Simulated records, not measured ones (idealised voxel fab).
process module | voxel released beams
cross-section cut | 175 nm wide | cells 5 nm
A cross-section is a grid of square cells, given in bands from the top down. A band is one or more rows of cells.
Each band's line starts with the height of the band's top and of its bottom, in nm. Then come its materials from left to right, each with its width in nm. One material with "throughout" fills the band from edge to edge. "air" is empty space.
Height 0 is the level under which the wafer as received is all one material. The lowest band goes on downwards, as in "0 down".
A width such as "30 to 40" changes by the same amount from each row of cells to the next, from the band's top row to its bottom row.
"no change" after a step means that no cell of the cross-section changed.
closed voids: empty space of 8 cells or more with no open way to the top, each as width x height at its distance from the left edge, in nm
after a step's settings: what the simulator itself notes on the step
overlay nm, on a step with a mask: how far to the right of its planned place the mask lay; to the left if negative
plan
1 op RECEIVE | material Si
2 op CONFORMAL_DEP | material SiN | thk nm 10
3 op DIRECTIONAL_DEP | material SiO2 | thk nm 10
4 op MASKED_ETCH | tone open | mask id ANCHOR | width nm 25 | etch materials SiO2 | depth nm 10 | overlay nm 0
5 op CONFORMAL_DEP | material W | thk nm 10
6 op PATTERN | tone cover | mask id BEAM | material resist | width nm 70 | thk nm 15 | overlay nm 0
7 op DIRECTIONAL_ETCH | etch materials W | depth nm 10
8 op STRIP | etch materials resist
9 op STRIP | etch materials SiO2
first wafer, as planned
as received, after step 1
  0 down: Si throughout
  closed voids: none
after step 2
  10 to 0: SiN throughout
  below 0: unchanged
after step 3
  20 to 10: SiO2 throughout
  below 10: unchanged
after step 4
  20 to 10: SiO2 55 | air 25 | SiO2 95
  below 10: unchanged
after step 5
  30 to 20: W 65 | air 5 | W 105
  20 to 10: SiO2 55 | W 25 | SiO2 95
  below 10: unchanged
after step 6
  45 to 30: air 50 | resist 70 | air 55
  30 to 20: W 65 | resist 5 | W 105
  below 20: unchanged
after step 7
  45 to 30: air 50 | resist 70 | air 55
  30 to 20: air 50 | W 15 | resist 5 | W 50 | air 55
  below 20: unchanged
after step 8
  30 to 20: air 50 | W 15 | air 5 | W 50 | air 55
  below 20: unchanged
after step 9
  30 to 20: air 50 | W 15 | air 5 | W 50 | air 55
  20 to 10: air 55 | W 25 | air 95
  below 10: unchanged
second wafer: like start, like plan, one mistake. Through step 2 it matches the first wafer
when step 3 should have ended
  15 to 10: SiO2 throughout
  below 10: unchanged
when step 4 should have ended
  15 to 10: SiO2 55 | air 25 | SiO2 95
  below 10: unchanged
when step 5 should have ended
  25 to 20: W 65 | air 5 | W 105
  20 to 15: W throughout
  15 to 10: SiO2 55 | W 25 | SiO2 95
  below 10: unchanged
when step 6 should have ended
  40 to 25: air 50 | resist 70 | air 55
  25 to 20: W 65 | resist 5 | W 105
  below 20: unchanged
when step 7 should have ended
  40 to 25: air 50 | resist 70 | air 55
  25 to 20: air 50 | W 15 | resist 5 | W 50 | air 55
  20 to 15: air 50 | W 70 | air 55
  below 15: unchanged
when step 8 should have ended
  25 to 20: air 50 | W 15 | air 5 | W 50 | air 55
  below 20: unchanged
when step 9 should have ended
  25 to 20: air 50 | W 15 | air 5 | W 50 | air 55
  20 to 10: air 50 to 55 | W 70 to 25 | air 55 to 95
  below 10: unchanged
what went wrong: step 3 ran as: op DIRECTIONAL_DEP | material SiO2 | thk nm 5
at the end the second wafer has, in cells: 4 fewer of W
